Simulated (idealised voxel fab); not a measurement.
Process module, titled voxel wiring stack
cross-section cut | 240 nm wide | cells 5 nm
For the purposes of this document, a cross-section shall be understood as a grid of square cells, specified as bands listed in top-to-bottom order, each band consisting of one or more rows of cells.
Within each band entry, the heights of the top and of the bottom of the band appear first, in that order and in nm; the materials of the band then follow from left to right, each with its corresponding width in nm. The designation "full width" on a single material indicates that it fills the band from edge to edge; the designation "air" indicates empty space.
Below 0: as-received wafer, all one material; heights counted from there. Lowest band: no bottom, goes on down, written "from 0 down".
The expression "30 to 40" gives the width at the extremes of the band, the first number at its top row of cells and the second at its bottom row, with the width changing by equal amounts from each row to the next in between.
"identical to before" means the step left every cell of the cross-section as it was.
"Cavities, sealed": empty spaces of 8 cells or more with no open way to the top, each given as width x height at distance, distance from the left edge, all in nm.
On each step's line, the part that comes after the settings is the simulator's own comment on the step.
overlay nm, on a step with a mask: how far to the right of its planned place the mask lay; to the left if negative
**The planned process steps are enumerated hereunder**
| 1 | RECEIVE with material Si |
| 2 | CONFORMAL_DEP with material SiO2, thk nm 15 |
| 3 | DIRECTIONAL_DEP with material TiN, thk nm 5 |
| 4 | DIRECTIONAL_DEP with material Ru, thk nm 20 |
| 5 | MASKED_ETCH with tone cover, mask id METAL_1, width nm 25, pitch nm 50, etch materials Ru, depth nm 20, overlay nm 0 |
| 6 | MASKED_ETCH with tone cover, mask id METAL_1, width nm 25, pitch nm 50, etch materials TiN, depth nm 5, overlay nm 0 |
| 7 | CONFORMAL_DEP with material SiCN, thk nm 5 |
| 8 | FILL_DEP with material lowk, thk nm 5 |
| 9 | CMP with height nm 40 |
| 10 | CONFORMAL_DEP with material SiCN, thk nm 5 |
| 11 | DIRECTIONAL_DEP with material SiO2, thk nm 20 |
| 12 | DIRECTIONAL_DEP with material aC, thk nm 15 |
| 13 | PATTERN with tone open, mask id PLUG_1, material resist, width nm 15, pitch nm 100, thk nm 30, overlay nm 0 |
| 14 | DIRECTIONAL_ETCH with etch materials aC, depth nm 15 |
| 15 | STRIP with etch materials resist |
| 16 | DIRECTIONAL_ETCH with etch materials SiO2, depth nm 20 |
| 17 | DIRECTIONAL_ETCH with etch materials SiCN, depth nm 5 |
| 18 | STRIP with etch materials aC |
| 19 | CONFORMAL_DEP with material TiN, thk nm 5 |
| 20 | FILL_DEP with material Cu, thk nm 5 |
| 21 | CMP with height nm 65 |
| 22 | DIRECTIONAL_DEP with material TiN, thk nm 5 |
| 23 | DIRECTIONAL_DEP with material Ru, thk nm 20 |
| 24 | MASKED_ETCH with tone cover, mask id METAL_2, width nm 25, pitch nm 50, etch materials Ru, depth nm 20, overlay nm 0 |
| 25 | MASKED_ETCH with tone cover, mask id METAL_2, width nm 25, pitch nm 50, etch materials TiN, depth nm 5, overlay nm 0 |
| 26 | CONFORMAL_DEP with material SiCN, thk nm 5 |
| 27 | FILL_DEP with material lowk, thk nm 10 |
| 28 | CMP with height nm 90 |
| 29 | CONFORMAL_DEP with material SiCN, thk nm 5 |
| 30 | DIRECTIONAL_DEP with material lowk, thk nm 30 |
| 31 | DIRECTIONAL_DEP with material aC, thk nm 15 |
| 32 | PATTERN with tone open, mask id METAL_3, material resist, width nm 25, pitch nm 50, thk nm 35, overlay nm 0 |
| 33 | DIRECTIONAL_ETCH with etch materials aC, depth nm 15 |
| 34 | STRIP with etch materials resist |
| 35 | DIRECTIONAL_ETCH with etch materials lowk, depth nm 20 |
| 36 | STRIP with etch materials aC |
| 37 | MASKED_ETCH with tone open, mask id METAL_3_HOLES, width nm 15, pitch nm 100, etch materials lowk, depth nm 10, overlay nm -15 |
| 38 | MASKED_ETCH with tone open, mask id METAL_3_HOLES, width nm 15, pitch nm 100, etch materials SiCN, depth nm 5, overlay nm 0 |
| 39 | CONFORMAL_DEP with material TiN, thk nm 5 |
| 40 | FILL_DEP with material Cu, thk nm 5 |
| 41 | CMP with height nm 125 |
| 42 | CONFORMAL_DEP with material SiCN, thk nm 5 |
Split variable: overlay nm, step 37. Plan value = first wafer. Wafers start alike.
**Cross-section of the first incoming wafer of several, state after step 1**
> from 0 down  Si full width
> Cavities, sealed: none
**Below, a row for every wafer. Read it as the end-of-module picture: for each material the wafer shows its cells gained (+) or lost (-) since it was received, and then its closed voids**
overlay nm -15 | +41 Cu | +120 Ru | +252 SiCN | +312 SiO2 | +91 TiN | +432 lowk | Cavities, sealed: none
overlay nm -10 | +39 Cu | +120 Ru | +250 SiCN | +312 SiO2 | +95 TiN | +432 lowk | Cavities, sealed: none
overlay nm -5 | +37 Cu | +120 Ru | +248 SiCN | +312 SiO2 | +99 TiN | +432 lowk | Cavities, sealed: none
overlay nm 0 | +41 Cu | +120 Ru | +246 SiCN | +312 SiO2 | +97 TiN | +432 lowk | Cavities, sealed: none
overlay nm 5 | +39 Cu | +120 Ru | +248 SiCN | +312 SiO2 | +97 TiN | +432 lowk | Cavities, sealed: none
overlay nm 10 | +39 Cu | +120 Ru | +250 SiCN | +312 SiO2 | +95 TiN | +432 lowk | Cavities, sealed: none
overlay nm 15 | +37 Cu | +120 Ru | +252 SiCN | +312 SiO2 | +95 TiN | +432 lowk | Cavities, sealed: none
